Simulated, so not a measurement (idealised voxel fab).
This section sets out a process module, namely voxel transistor to metal.
cross-section cut | 155 nm wide | cells 5 nm
Cross-section format: a grid of square cells, given as bands from top to bottom; each band is one or more rows of cells. Top, bottom (nm), then materials left to right with widths (nm); lone material tagged "throughout" fills the whole band edge to edge; "empty" = empty space. Heights are expressed relative to 0, this being the level below which the as-received wafer comprises one material exclusively. The lowest band is unbounded in the downward direction and is denoted as in "0 down". Width "30 to 40": first value at the band's top row of cells, second value at its bottom row, equal change from row to row. Step note "no modification" = no cross-section cell changed. For the entry "Closed-off voids", the listed items are empty spaces with no open way to the top whose size is 8 cells or more; each item follows the pattern width x height at distance, where distance is from the left edge and all three are in nm. That trailing text on a step's line, after the settings, is the simulator's own remark on the step. "overlay nm" denotes, for a step that has a mask, the displacement of the mask to the right of its planned place, with negative values corresponding to the left.
The planned process steps are enumerated hereunder
1) RECEIVE, material Si
2) OXIDIZE, depth nm 5
3) CONFORMAL_DEP, material SiN, thk nm 10
4) PATTERN, tone cover, mask id ACTIVE, material resist, width nm 110, thk nm 15, overlay nm 0
5) DIRECTIONAL_ETCH, etch materials SiN, depth nm 10
6) DIRECTIONAL_ETCH, etch materials SiO2, depth nm 5
7) DIRECTIONAL_ETCH, etch materials Si, depth nm 20
8) STRIP, etch materials resist
9) OXIDIZE, depth nm 5
10) FILL_DEP, material SiO2, thk nm 5
11) CMP, height nm 10
12) SELECTIVE_ETCH, etch materials SiO2, depth nm 5
13) STRIP, etch materials SiN
14) SELECTIVE_ETCH, etch materials SiO2, depth nm 5
15) OXIDIZE, depth nm 5
16) DIRECTIONAL_DEP, material polySi, thk nm 25
17) DIRECTIONAL_DEP, material SiCN, thk nm 15
18) DIRECTIONAL_DEP, material aC, thk nm 10
19) PATTERN, tone cover, mask id GATE, material resist, width nm 30, thk nm 30, overlay nm 0
20) DIRECTIONAL_ETCH, etch materials aC, depth nm 10
21) STRIP, etch materials resist
22) DIRECTIONAL_ETCH, etch materials SiCN, depth nm 25
23) DIRECTIONAL_ETCH, etch materials polySi, depth nm 35
24) STRIP, etch materials aC
25) CONFORMAL_DEP, material SiO2, thk nm 5
26) DIRECTIONAL_ETCH, etch materials SiO2, depth nm 5
27) CONFORMAL_DEP, material SiN, thk nm 5
28) DIRECTIONAL_ETCH, etch materials SiN, depth nm 5
29) DIRECTIONAL_ETCH, etch materials SiO2, depth nm 5
30) DIRECTIONAL_ETCH, etch materials Si, depth nm 5
31) EPI, material pSi, thk nm 10
32) FILL_DEP, material SiO2, thk nm 5
33) CMP, height nm 20
34) STRIP, etch materials polySi
35) SELECTIVE_ETCH, etch materials SiO2, depth nm 5
36) CONFORMAL_DEP, material HfO2, thk nm 5
37) CONFORMAL_DEP, material TiN, thk nm 5
38) FILL_DEP, material W, thk nm 5
39) CMP, height nm 15
40) DIRECTIONAL_DEP, material SiO2, thk nm 10
41) PATTERN, tone open, mask id CONTACT, material resist, width nm 20, pitch nm 80, thk nm 20, overlay nm 0
42) DIRECTIONAL_ETCH, etch materials SiO2, depth nm 30
43) STRIP, etch materials resist
44) CONFORMAL_DEP, material TiN, thk nm 5
45) FILL_DEP, material W, thk nm 10
46) CMP, height nm 25
47) DIRECTIONAL_DEP, material TiN, thk nm 5
48) DIRECTIONAL_DEP, material W, thk nm 25
49) PATTERN, tone cover, mask id METAL_1, material resist, width nm 20, pitch nm 80, thk nm 20, overlay nm 0
50) DIRECTIONAL_ETCH, etch materials W, depth nm 25
51) DIRECTIONAL_ETCH, etch materials TiN, depth nm 5
52) STRIP, etch materials resist
53) CONFORMAL_DEP, material SiN, thk nm 5
54) FILL_DEP, material SiO2, thk nm 5
55) CMP, height nm 55
56) CONFORMAL_DEP, material SiCN, thk nm 5
57) DIRECTIONAL_DEP, material SiO2, thk nm 35
58) DIRECTIONAL_DEP, material aC, thk nm 10
59) PATTERN, tone open, mask id METAL_2, material resist, width nm 20, pitch nm 80, thk nm 30, overlay nm 0
60) DIRECTIONAL_ETCH, etch materials aC, depth nm 10
61) STRIP, etch materials resist
62) DIRECTIONAL_ETCH, etch materials SiO2, depth nm 20
63) STRIP, etch materials aC
64) DIRECTIONAL_DEP, material aC, thk nm 15
65) PATTERN, tone open, mask id METAL_2_HOLES, material resist, width nm 15, pitch nm 80, thk nm 30, overlay nm 0
66) DIRECTIONAL_ETCH, etch materials aC, depth nm 15
67) STRIP, etch materials resist
68) DIRECTIONAL_ETCH, etch materials SiO2, depth nm 15
69) DIRECTIONAL_ETCH, etch materials SiCN, depth nm 5
70) STRIP, etch materials aC
71) CONFORMAL_DEP, material TiN, thk nm 5
72) FILL_DEP, material Cu, thk nm 10
73) CMP, height nm 95
74) CONFORMAL_DEP, material SiCN, thk nm 5
Cross-sectional view of the wafer in its as-received condition, corresponding to the state after step 1
	0 down: Si throughout
	Closed-off voids: none
Wafer cross-section at module end: first of two, run to plan
	100 to 95: SiCN throughout
	95 to 80: SiO2 (25) | TiN (5) | Cu (10) | TiN (5) | SiO2 (60) | TiN (5) | Cu (10) | TiN (5) | SiO2 (30)
	80 to 75: SiO2 (25) | TiN (5) | Cu (5) | TiN (10) | SiO2 (60) | TiN (5) | Cu (5) | TiN (10) | SiO2 (30)
	75 to 60: SiO2 (25) | TiN (5) | Cu (5) | TiN (5) | SiO2 (65) | TiN (5) | Cu (5) | TiN (5) | SiO2 (35)
	60 to 55: SiCN (25) | TiN (15) | SiCN (65) | TiN (15) | SiCN (35)
	55 to 30: SiO2 (20) | SiN (5) | W (20) | SiN (5) | SiO2 (50) | SiN (5) | W (20) | SiN (5) | SiO2 (25)
	30 to 25: SiN (25) | TiN (20) | SiN (60) | TiN (20) | SiN (30)
	25 to 15: SiO2 (25) | TiN (5) | W (10) | TiN (5) | SiO2 (60) | TiN (5) | W (10) | TiN (5) | SiO2 (30)
	15 to 5: SiO2 (25) | TiN (5) | W (10) | TiN (5) | SiO2 (5) | SiN (5) | HfO2 (5) | TiN (5) | W (20) | TiN (5) | HfO2 (5) | SiN (5) | SiO2 (5) | TiN (5) | W (10) | TiN (5) | SiO2 (30)
	5 to 0: SiO2 (25) | TiN (5) | W (5) | TiN (10) | SiO2 (5) | SiN (5) | HfO2 (5) | TiN (5) | W (20) | TiN (5) | HfO2 (5) | SiN (5) | SiO2 (5) | TiN (10) | W (5) | TiN (5) | SiO2 (30)
	0 to -5: SiO2 (20) | SiN (5) | TiN (15) | pSi (10) | SiN (5) | HfO2 (5) | TiN (30) | HfO2 (5) | SiN (5) | pSi (10) | TiN (15) | SiN (5) | SiO2 (25)
	-5 to -10: SiO2 (25) | pSi (25) | SiO2 (5) | HfO2 (40) | SiO2 (5) | pSi (25) | SiO2 (30)
	-10 to -15: SiO2 (25) | pSi (25) | Si (50) | pSi (25) | SiO2 (30)
	-15 to -30: SiO2 (25) | Si (100) | SiO2 (30)
	-30 down: Si throughout
	Closed-off voids: none
Here is the second of the two wafers cut open at the end of the module - same start, same plan as the first one, but we made one mistake running it
	100 to 95: SiCN throughout
	95 to 80: SiO2 (25) | TiN (5) | Cu (10) | TiN (5) | SiO2 (60) | TiN (5) | Cu (10) | TiN (5) | SiO2 (30)
	80 to 75: SiO2 (25) | TiN (5) | Cu (5) | TiN (10) | SiO2 (60) | TiN (5) | Cu (5) | TiN (10) | SiO2 (30)
	75 to 60: SiO2 (25) | TiN (5) | Cu (5) | TiN (5) | SiO2 (65) | TiN (5) | Cu (5) | TiN (5) | SiO2 (35)
	60 to 55: SiCN (25) | TiN (15) | SiCN (65) | TiN (15) | SiCN (35)
	55 to 30: SiO2 (20) | SiN (5) | W (20) | SiN (5) | SiO2 (50) | SiN (5) | W (20) | SiN (5) | SiO2 (25)
	30 to 25: SiN (25) | TiN (20) | SiN (60) | TiN (20) | SiN (30)
	25 to 15: SiO2 (25) | TiN (5) | W (10) | TiN (5) | SiO2 (60) | TiN (5) | W (10) | TiN (5) | SiO2 (30)
	15 to 5: SiO2 (25) | TiN (5) | W (10) | TiN (5) | SiO2 (5) | SiN (5) | HfO2 (15) | TiN (10) | HfO2 (15) | SiN (5) | SiO2 (5) | TiN (5) | W (10) | TiN (5) | SiO2 (30)
	5 to 0: SiO2 (25) | TiN (5) | W (5) | TiN (10) | SiO2 (5) | SiN (5) | HfO2 (40) | SiN (5) | SiO2 (5) | TiN (10) | W (5) | TiN (5) | SiO2 (30)
	0 to -5: SiO2 (20) | SiN (5) | TiN (15) | pSi (10) | SiN (5) | HfO2 (40) | SiN (5) | pSi (10) | TiN (15) | SiN (5) | SiO2 (25)
	-5 to -10: SiO2 (25) | pSi (25) | SiO2 (5) | HfO2 (40) | SiO2 (5) | pSi (25) | SiO2 (30)
	-10 to -15: SiO2 (25) | pSi (25) | Si (50) | pSi (25) | SiO2 (30)
	-15 to -30: SiO2 (25) | Si (100) | SiO2 (30)
	-30 down: Si throughout
	Closed-off voids: none
Against the plan, the run slipped here: step 36 was not run as planned; what actually ran was CONFORMAL_DEP, material HfO2, thk nm 15
Counted in cells at the end, the second wafer holds more or fewer of these materials than the first: 20 more of HfO2, 8 fewer of TiN, 12 fewer of W
